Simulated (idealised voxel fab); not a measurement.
Title: Process Module voxel self aligned vias
Square cell edge 5 nm, section width 240 nm, ID cut.
Each cross-section below is a grid of square cells, stated as bands in top-down order, with one or more rows of cells making up each band.
Basically the band line says how high the top is and how high the bottom is, in nm, and then what's in it from left to right, every material with its width in nm. Empty space shows up as "empty", and if a single material carries "all across" it runs the full band edge to edge.
We count height from 0. Below that, the starting wafer is all one material. The lowest band never ends at the bottom but goes on down; see "0 -> down" for how that is written.
The expression "30->40" gives the width at the extremes of the band, the first number at its top row of cells and the second at its bottom row, with the width changing by equal amounts from each row to the next in between.
It should be understood that the words "no change", when stated for a given step, signify that the cross-section underwent no change in any of its cells during that step.
This entry, "Completely enclosed voids", enumerates those empty regions of no fewer than 8 cells that possess no open connection to the top. Each region is reported in the form width x height at distance, the distance being taken from the left edge, with all three quantities expressed in nm.
Text after the settings on a step's line: the simulator's own remark on that step.
Regarding "overlay nm": on a step with a mask, it is the distance the mask lay to the right of its planned place; a negative value places it to the left.

## The process steps that were planned are listed below
- 1: RECEIVE, material Si
- 2: CONFORMAL_DEP, material SiO2, thk nm 15
- 3: CONFORMAL_DEP, material SiCN, thk nm 5
- 4: DIRECTIONAL_DEP, material SiO2, thk nm 20
- 5: DIRECTIONAL_DEP, material aC, thk nm 10
- 6: PATTERN, tone open, mask id LINES, material resist, width nm 25, pitch nm 55, thk nm 30, overlay nm 0
- 7: DIRECTIONAL_ETCH, etch materials aC, depth nm 10
- 8: STRIP, etch materials resist
- 9: DIRECTIONAL_ETCH, etch materials SiO2, depth nm 20
- 10: STRIP, etch materials aC
- 11: CONFORMAL_DEP, material TiN, thk nm 5
- 12: FILL_DEP, material W, thk nm 5
- 13: CMP, height nm 40
- 14: SELECTIVE_ETCH, etch materials W Ru TiN, depth nm 5
- 15: FILL_DEP, material SiN, thk nm 5
- 16: CMP, height nm 40
- 17: DIRECTIONAL_DEP, material SiO2, thk nm 20
- 18: DIRECTIONAL_DEP, material aC, thk nm 10
- 19: PATTERN, tone open, mask id VIAS, material resist, width nm 35, pitch nm 55, thk nm 25, overlay nm 0
- 20: DIRECTIONAL_ETCH, etch materials aC, depth nm 10
- 21: STRIP, etch materials resist
- 22: DIRECTIONAL_ETCH, etch materials SiO2, depth nm 20
- 23: DIRECTIONAL_ETCH, etch materials SiN, depth nm 5
- 24: STRIP, etch materials aC
- 25: CONFORMAL_DEP, material TiN, thk nm 5
- 26: FILL_DEP, material Ru, thk nm 5
- 27: CMP, height nm 60
- 28: CONFORMAL_DEP, material SiN, thk nm 5

## Cross-section of the wafer at receipt, which is the condition after step 1
- 0 -> down: Si all across
- Completely enclosed voids: none

## End-of-module XS, first of two wafers, run as planned
- 65 -> 60: SiN all across
- 60 -> 45: 75 nm SiO2  5 nm TiN  25 nm Ru  5 nm TiN  20 nm SiO2  5 nm TiN  25 nm Ru  5 nm TiN  75 nm SiO2
- 45 -> 40: 75 nm SiO2  10 nm TiN  15 nm Ru  10 nm TiN  20 nm SiO2  10 nm TiN  15 nm Ru  10 nm TiN  75 nm SiO2
- 40 -> 35: 80 nm SiO2  25 nm TiN  30 nm SiO2  25 nm TiN  80 nm SiO2
- 35 -> 25: 80 nm SiO2  5 nm TiN  15 nm W  5 nm TiN  30 nm SiO2  5 nm TiN  15 nm W  5 nm TiN  80 nm SiO2
- 25 -> 20: 80 nm SiO2  25 nm TiN  30 nm SiO2  25 nm TiN  80 nm SiO2
- 20 -> 15: SiCN all across
- 15 -> 0: SiO2 all across
- 0 -> down: Si all across
- Completely enclosed voids: none

## Cross-section, second wafer: same start as the first, same plan as the first, one mistake in running it; taken at the end of the module
- 65 -> 60: SiN all across
- 60 -> 45: 80 nm SiO2  25 nm Ru  30 nm SiO2  25 nm Ru  80 nm SiO2
- 45 -> 40: 85 nm SiO2  15 nm Ru  40 nm SiO2  15 nm Ru  85 nm SiO2
- 40 -> 35: SiO2 all across
- 35 -> 25: 80 nm SiO2  5 nm TiN  15 nm W  5 nm TiN  30 nm SiO2  5 nm TiN  15 nm W  5 nm TiN  80 nm SiO2
- 25 -> 20: 80 nm SiO2  25 nm TiN  30 nm SiO2  25 nm TiN  80 nm SiO2
- 20 -> 15: SiCN all across
- 15 -> 0: SiO2 all across
- 0 -> down: Si all across
- Completely enclosed voids: none
Short version of what went wrong: step 25: run off-plan, actual operation and settings CONFORMAL_DEP, material SiO2, thk nm 5
Upon completion, the second wafer contains, in terms of cells, a greater or smaller amount of certain materials than the first wafer: 30 more of SiO2, 30 fewer of TiN
